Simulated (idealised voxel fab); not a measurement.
Herein follows the process module entitled voxel lift off.
FYI the section here is cut, 275 nm wide, cells are 5 nm squares.
We lay out every cross-section as a grid of square cells and spell it out in bands from the top down, where one band means one or more rows of cells.
Band: top and bottom heights (nm) first, top before bottom; then materials from left to right, widths in nm. "throughout" marks a sole material filling the band edge to edge. "blank" denotes empty space.
Zero point of the height axis is 0; under it, received wafer = one material. Lowest band: continues down indefinitely, "from 0 down".
A width given as "30..40" starts at the first number in the band's top row and ends at the second number in its bottom row, shifting by an equal amount at every step from row to row.
You'll sometimes find "all unchanged" written for a step, and that's the way of saying that nowhere in the cross-section did a cell change during that step.
Look at "Internal closed voids" for the closed voids: empty spaces with no open path to the top, sized 8 cells or up. Each is width x height at distance, distance from the left edge, all nm.
Past the settings on a step's line: simulator remark, on that step.
On any step carrying a mask, the "overlay nm" setting, if present on the step's line, tells how far right of its planned place the mask lay; negative values point to the left.

## Below is the list of planned process steps
1: RECEIVE, material Si
2: CONFORMAL_DEP, material Al2O3, thk nm 15
3: PATTERN, tone open, mask id LINES, material resist, width nm 30, pitch nm 45, thk nm 25, overlay nm 0
4: DIRECTIONAL_DEP, material Ru, thk nm 10
5: STRIP, etch materials resist
6: CONFORMAL_DEP, material SiN, thk nm 10

## Incoming wafer in cross-section (state: after step 1)
    from 0 down | Si throughout
    Internal closed voids: none

## Module complete, cross-section. Starting point and plan per above. One mistake made in running the module
    from 50 to 40 | 65 blank | 140 SiN | 70 blank
    from 40 to 30 | 75 SiN | 30 Ru | 15 SiN | 30 Ru | 15 SiN | 30 Ru | 80 SiN
    from 30 to 0 | Al2O3 throughout
    from 0 down | Si throughout
    Internal closed voids: none
Which mistake was made when the wafer was run? yeah, plan step 2 got run twice
